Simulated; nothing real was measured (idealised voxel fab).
Herein follows the process module entitled voxel wiring stack.
Square cell edge 5 nm, section width 265 nm, ID cut.
Each cross-section below is a grid of square cells, stated as bands in top-down order, with one or more rows of cells making up each band. Read a band's entry like this: the first values are the height of its top and the height of its bottom in nm, and what follows is the sequence of materials from left to right, each with its width in nm. Note that "empty" is empty space, and that a single material marked "throughout" reaches across the band from edge to edge. Height reference: 0 = level under which incoming wafer is all one material. Lowest band: no bottom, runs on downward, e.g. "from 0 down". Per-row width for "30->40": begins at first number (top row of band), ends at second number (bottom row), increment between rows held constant. Any step labelled "no alterations made" changed none of the cells in the cross-section. Any empty space of 8 cells or more lacking an open way to the top shows up in "Sealed internal cavities" as width x height at distance, distance from the left edge, in nm. The remark found on a step's line after its settings is issued by the simulator itself and pertains to that step. "overlay nm" on a masked step: distance the mask lay right of its planned place, negative for left.
-- The process steps that were planned are listed below
1 RECEIVE [material Si]
2 CONFORMAL_DEP [material SiO2] [thk nm 10]
3 CONFORMAL_DEP [material SiN] [thk nm 5]
4 DIRECTIONAL_DEP [material SiO2] [thk nm 15]
5 DIRECTIONAL_DEP [material aC] [thk nm 10]
6 PATTERN [tone open] [mask id METAL_1] [material resist] [width nm 20] [pitch nm 45] [thk nm 25] [overlay nm 0]
7 DIRECTIONAL_ETCH [etch materials aC] [depth nm 10]
8 STRIP [etch materials resist]
9 DIRECTIONAL_ETCH [etch materials SiO2] [depth nm 15]
10 DIRECTIONAL_ETCH [etch materials SiN] [depth nm 5]
11 STRIP [etch materials aC]
12 CONFORMAL_DEP [material TiN] [thk nm 5]
13 FILL_DEP [material W] [thk nm 10]
14 CMP [height nm 30]
15 CONFORMAL_DEP [material SiCN] [thk nm 5]
16 DIRECTIONAL_DEP [material SiO2] [thk nm 35]
17 DIRECTIONAL_DEP [material aC] [thk nm 10]
18 PATTERN [tone open] [mask id METAL_2_HOLES] [material resist] [width nm 15] [pitch nm 90] [thk nm 30] [overlay nm 0]
19 DIRECTIONAL_ETCH [etch materials aC] [depth nm 10]
20 STRIP [etch materials resist]
21 DIRECTIONAL_ETCH [etch materials SiO2] [depth nm 35]
22 STRIP [etch materials aC]
23 MASKED_ETCH [tone open] [mask id METAL_2] [width nm 20] [pitch nm 45] [etch materials SiO2] [depth nm 20] [overlay nm 0]
24 MASKED_ETCH [tone open] [mask id METAL_2] [width nm 20] [pitch nm 45] [etch materials SiCN] [depth nm 5] [overlay nm 0]
25 CONFORMAL_DEP [material TiN] [thk nm 5]
26 FILL_DEP [material Cu] [thk nm 10]
27 CMP [height nm 70]
28 CONFORMAL_DEP [material SiCN] [thk nm 5]
29 DIRECTIONAL_DEP [material lowk] [thk nm 25]
30 PATTERN [tone open] [mask id METAL_3] [material resist] [width nm 20] [pitch nm 45] [thk nm 20] [overlay nm 0]
31 DIRECTIONAL_ETCH [etch materials lowk] [depth nm 15]
32 STRIP [etch materials resist]
33 MASKED_ETCH [tone open] [mask id METAL_3_HOLES] [width nm 15] [pitch nm 45] [etch materials lowk] [depth nm 10] [overlay nm 0]
34 MASKED_ETCH [tone open] [mask id METAL_3_HOLES] [width nm 15] [pitch nm 45] [etch materials SiCN] [depth nm 5] [overlay nm 0]
35 CONFORMAL_DEP [material TiN] [thk nm 5]
36 FILL_DEP [material Cu] [thk nm 10]
37 CMP [height nm 100]
38 CONFORMAL_DEP [material SiCN] [thk nm 5]
39 DIRECTIONAL_DEP [material lowk] [thk nm 25]
40 MASKED_ETCH [tone open] [mask id METAL_4_HOLES] [width nm 15] [pitch nm 45] [etch materials lowk] [depth nm 25] [overlay nm 0]
41 MASKED_ETCH [tone open] [mask id METAL_4] [width nm 20] [pitch nm 45] [etch materials lowk] [depth nm 15] [overlay nm -15]
42 MASKED_ETCH [tone open] [mask id METAL_4] [width nm 20] [pitch nm 45] [etch materials SiCN] [depth nm 5] [overlay nm 0]
43 CONFORMAL_DEP [material TiN] [thk nm 5]
44 FILL_DEP [material Ru] [thk nm 10]
45 CMP [height nm 130]
46 CONFORMAL_DEP [material SiCN] [thk nm 5]
Don't read the plan's overlay nm for step 41 as applying to every wafer: that's the first wafer's value, and the wafers differ in it, though they all start identical.
-- Received condition of the first of several wafers, sectioned: post-step 1
    from 0 down = Si throughout
    Sealed internal cavities: none
-- Per-wafer rows below. For each material: cells gained (+) or lost (-) since the wafer was received, as of end of module. Then: closed voids
overlay nm -15 | +60 Cu | +44 Ru | +182 SiCN | +37 SiN | +506 SiO2 | +216 TiN | +24 W | +362 lowk | Sealed internal cavities: none
overlay nm -10 | +60 Cu | +36 Ru | +182 SiCN | +37 SiN | +506 SiO2 | +212 TiN | +24 W | +374 lowk | Sealed internal cavities: none
overlay nm -5 | +60 Cu | +28 Ru | +182 SiCN | +37 SiN | +506 SiO2 | +208 TiN | +24 W | +386 lowk | Sealed internal cavities: none
overlay nm 0 | +60 Cu | +28 Ru | +182 SiCN | +37 SiN | +506 SiO2 | +208 TiN | +24 W | +386 lowk | Sealed internal cavities: none
overlay nm 5 | +60 Cu | +36 Ru | +182 SiCN | +37 SiN | +506 SiO2 | +212 TiN | +24 W | +374 lowk | Sealed internal cavities: none
overlay nm 10 | +60 Cu | +44 Ru | +182 SiCN | +37 SiN | +506 SiO2 | +216 TiN | +24 W | +362 lowk | Sealed internal cavities: none
overlay nm 15 | +60 Cu | +52 Ru | +182 SiCN | +37 SiN | +506 SiO2 | +220 TiN | +24 W | +350 lowk | Sealed internal cavities: none
